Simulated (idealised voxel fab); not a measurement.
The following process module bears the name voxel ribs on slabs.
Cross-sectional view cut (width: 255 nm; square cell size: 5 nm).
In this document a cross-section is written as a grid of square cells. It is given as a series of bands, listed from the top down, and a band is one or more rows of cells.
Top height, bottom height, nm. Materials left to right, width each, nm. Single material + "throughout" = fills band edge to edge. "air" = empty.
Where do heights start? At 0: under that level the wafer as delivered is made of one material only. And the lowest band has no floor; it just carries on downward, as in "0 nm and below".
Per-row width for "30..40": begins at first number (top row of band), ends at second number (bottom row), increment between rows held constant.
When a step is marked "all unchanged", none of the cells in the cross-section changed during that step.
Listed in "Closed voids list": every empty space of 8 or more cells without an open way to the top. Form: width x height at distance, the distance being from the left edge, all in nm.
Past the settings on a step's line: simulator remark, on that step.
For masked steps, "overlay nm" on the step line gives how far right of plan the mask actually lay; a minus sign means it lay to the left.

## The following list gives the planned process steps
1. RECEIVE [material Si]
2. DIRECTIONAL_DEP [material SiO2] [thk nm 20]
3. DIRECTIONAL_DEP [material polySi] [thk nm 15]
4. MASKED_ETCH [tone cover] [mask id RIB] [width nm 20] [etch materials polySi] [depth nm 5] [overlay nm 0]
5. DIRECTIONAL_DEP [material aC] [thk nm 15]
6. PATTERN [tone cover] [mask id SLAB] [material resist] [width nm 70] [thk nm 30] [overlay nm 0]
7. DIRECTIONAL_ETCH [etch materials aC] [depth nm 15]
8. STRIP [etch materials resist]
9. DIRECTIONAL_ETCH [etch materials polySi] [depth nm 10]
10. STRIP [etch materials aC]
11. FILL_DEP [material SiO2] [thk nm 20]
12. CMP [height nm 45]
13. DIRECTIONAL_DEP [material W] [thk nm 5]
14. MASKED_ETCH [tone cover] [mask id HEATER] [width nm 30] [etch materials W] [depth nm 5] [overlay nm 0]
15. CONFORMAL_DEP [material SiN] [thk nm 5]

## Here's what the wafer looked like in cross-section when it arrived - that's after step 1
- 0 nm and below | Si throughout
- Closed voids list: none

## Wafer at module end, in section. Began as above, planned as above, run with one mistake
- 55 nm to 50 nm | 105 air | 40 SiN | 110 air
- 50 nm to 45 nm | 110 SiN | 30 W | 115 SiN
- 45 nm to 15 nm | SiO2 throughout
- 15 nm to 0 nm | polySi throughout
- 0 nm and below | Si throughout
- Closed voids list: none
what went wrong: sequence error: steps 2 and 3 interchanged
